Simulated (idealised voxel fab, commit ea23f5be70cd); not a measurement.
You're looking at the process module voxel double patterning.
Shown is cross-section cut, with a width of 205 nm and square cells of size 5 nm.
Cross-sections here: square-cell grids, written as top-down lists of bands, a band being one or more rows of cells. Look at the band entry: it leads with the top's height and the bottom's height in nm. Then it lists the materials left to right, with a width in nm for each. The word "all across" on a single material says that material fills the band edge to edge. The word "air" is empty space. Basically, 0 is our baseline, since under it the wafer straight out of the box is all one material. The bottom band has no lower end and keeps on going down, so it looks like "z 0 and below". Graded width ("30 to 40"): value in top row of band = first number; value in bottom row = second number; row-to-row change constant. "nothing changed" (step): cross-section cells unchanged, all of them. So "Fully enclosed voids" is basically the list of trapped voids: any empty space of 8 cells or more that can't reach the top through an opening. They're written width x height at distance, the distance being from the left edge, and it's all nm. On a step's line, text after the settings is the simulator commenting on that step. "overlay nm" answers the question of how far to the right of plan the mask lay on a step that has a mask, and when it is negative the answer is to the left.
### This section lists the process steps that were planned
1: RECEIVE [material Si]
2: CONFORMAL_DEP [material SiO2] [thk nm 10]
3: DIRECTIONAL_DEP [material TiN] [thk nm 15]
4: DIRECTIONAL_DEP [material SiCN] [thk nm 10]
5: MASKED_ETCH [tone open] [mask id FIRST] [width nm 15] [pitch nm 50] [etch materials SiCN] [depth nm 10] [overlay nm 0]
6: MASKED_ETCH [tone open] [mask id SECOND] [width nm 15] [etch materials SiCN] [depth nm 10] [overlay nm 0]
7: DIRECTIONAL_ETCH [etch materials TiN] [depth nm 15]
8: STRIP [etch materials SiCN]
### What follows covers the first of two wafers; it ran as planned
### Cross-section of the incoming wafer, state after step 1
	z 0 and below | Si all across
	Fully enclosed voids: none
### Take a look at the wafer's cross-section after step 2
	z 10 to 0 | SiO2 all across
	Everything below 0 is unchanged.
### Take a look at the wafer's cross-section after step 3
	z 25 to 10 | TiN all across
	Everything below 10 is unchanged.
### Take a look at the wafer's cross-section after step 4
	z 35 to 25 | SiCN all across
	Everything below 25 is unchanged.
### Take a look at the wafer's cross-section after step 5
	z 35 to 25 | SiCN (70)  air (15)  SiCN (35)  air (15)  SiCN (70)
	Everything below 25 is unchanged.
### Take a look at the wafer's cross-section after step 6
	z 35 to 25 | SiCN (70)  air (15)  SiCN (10)  air (15)  SiCN (10)  air (15)  SiCN (70)
	Everything below 25 is unchanged.
### Take a look at the wafer's cross-section after step 7
	z 35 to 25 | SiCN (70)  air (15)  SiCN (10)  air (15)  SiCN (10)  air (15)  SiCN (70)
	z 25 to 10 | TiN (70)  air (15)  TiN (10)  air (15)  TiN (10)  air (15)  TiN (70)
	Everything below 10 is unchanged.
### Take a look at the wafer's cross-section after step 8
	z 25 to 10 | TiN (70)  air (15)  TiN (10)  air (15)  TiN (10)  air (15)  TiN (70)
	Everything below 10 is unchanged.
### Second wafer, same starting conditions and recipe as the first, one mistake in executing it, nothing differs from the first up to and including step 2
### Cross-section of the second wafer at the time step 3 of the plan should have ended
	z 20 to 10 | TiN all across
	Everything below 10 is unchanged.
### Cross-section of the second wafer at the time step 4 of the plan should have ended
	z 30 to 20 | SiCN all across
	Everything below 20 is unchanged.
### Cross-section of the second wafer at the time step 5 of the plan should have ended
	z 30 to 20 | SiCN (70)  air (15)  SiCN (35)  air (15)  SiCN (70)
	Everything below 20 is unchanged.
### Cross-section of the second wafer at the time step 6 of the plan should have ended
	z 30 to 20 | SiCN (70)  air (15)  SiCN (10)  air (15)  SiCN (10)  air (15)  SiCN (70)
	Everything below 20 is unchanged.
### Cross-section of the second wafer at the time step 7 of the plan should have ended
	z 30 to 20 | SiCN (70)  air (15)  SiCN (10)  air (15)  SiCN (10)  air (15)  SiCN (70)
	z 20 to 10 | TiN (70)  air (15)  TiN (10)  air (15)  TiN (10)  air (15)  TiN (70)
	Everything below 10 is unchanged.
### Cross-section of the second wafer at the time step 8 of the plan should have ended
	z 20 to 10 | TiN (70)  air (15)  TiN (10)  air (15)  TiN (10)  air (15)  TiN (70)
	Everything below 10 is unchanged.
Where did the run depart from the plan? step 3 ran differently from the plan; actual operation with settings: DIRECTIONAL_DEP [material TiN] [thk nm 10]
End of process, cell counts, second wafer against first, materials with more or fewer: TiN: 32 fewer
